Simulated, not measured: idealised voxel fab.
Module name: voxel lift off (process module)
We display cut, a cross-section 300 nm in width whose square cells are each 5 nm.
Square cells in a grid make up a cross-section in this document, and the grid is given as bands, listed from the top down, each one or more rows of cells.
Per band: top height and bottom height in nm, followed by the left-to-right materials and their widths in nm; "edge to edge" marks a single material spanning edge to edge, "blank" marks empty space.
We count height from 0. Below that, the starting wafer is all one material. The lowest band never ends at the bottom but goes on down; see "0 and below" for how that is written.
Width spec "30 to 40" -> top row of cells at first value, bottom row at second value, equal per-row change in between.
Reading "all unchanged" for a step: not a cell of the cross-section changed in it.
"closed voids" - sealed voids, min. 8 cells, no opening to top; format: width x height at distance (distance from left edge; nm throughout).
On a step's line, text after the settings is the simulator commenting on that step.
A step's line can hold "overlay nm"; with a mask on that step, the setting says how far right of the planned place the mask lay, while a negative setting says it lay to the left.

# The following list gives the planned process steps
1: RECEIVE with material Si
2: CONFORMAL_DEP with material SiN, thk nm 15
3: PATTERN with tone open, mask id LINES, material resist, width nm 30, pitch nm 60, thk nm 20, overlay nm 0
4: DIRECTIONAL_DEP with material Ru, thk nm 10
5: STRIP with etch materials resist
6: CONFORMAL_DEP with material SiCN, thk nm 5
Every wafer here starts from the same state; it is the step 6 thk nm that distinguishes them, and the value the plan gives belongs to the first wafer.

# Received wafers, first of several: cross-section after step 1
    0 and below: Si edge to edge
    closed voids: none

# Last step of the module is step 6; after it, the first of several wafers in cross-section
    30 down to 25: blank (70) | SiCN (40) | blank (20) | SiCN (40) | blank (20) | SiCN (40) | blank (70)
    25 down to 20: blank (70) | SiCN (5) | Ru (30) | SiCN (5) | blank (20) | SiCN (5) | Ru (30) | SiCN (5) | blank (20) | SiCN (5) | Ru (30) | SiCN (5) | blank (70)
    20 down to 15: SiCN (75) | Ru (30) | SiCN (30) | Ru (30) | SiCN (30) | Ru (30) | SiCN (75)
    15 down to 0: SiN edge to edge
    0 and below: Si edge to edge
    closed voids: none

# Cross-sectional view of the final wafer of several at the module's end
    50 down to 40: blank (50) | SiCN (200) | blank (50)
    40 down to 25: SiCN edge to edge
    25 down to 15: SiCN (75) | Ru (30) | SiCN (30) | Ru (30) | SiCN (30) | Ru (30) | SiCN (75)
    15 down to 0: SiN edge to edge
    0 and below: Si edge to edge
    closed voids: none

# Note: the following table is arranged by wafer, a row apiece. Each row reports the end-of-module state: per material, cells gained (+) or cells lost (-) compared with the wafer as received; closed voids follow
thk nm 5 | +36 Ru | +72 SiCN | +180 SiN | closed voids: none
thk nm 10 | +36 Ru | +144 SiCN | +180 SiN | closed voids: none
thk nm 15 | +36 Ru | +216 SiCN | +180 SiN | closed voids: none
thk nm 20 | +36 Ru | +280 SiCN | +180 SiN | closed voids: none
thk nm 25 | +36 Ru | +344 SiCN | +180 SiN | closed voids: none
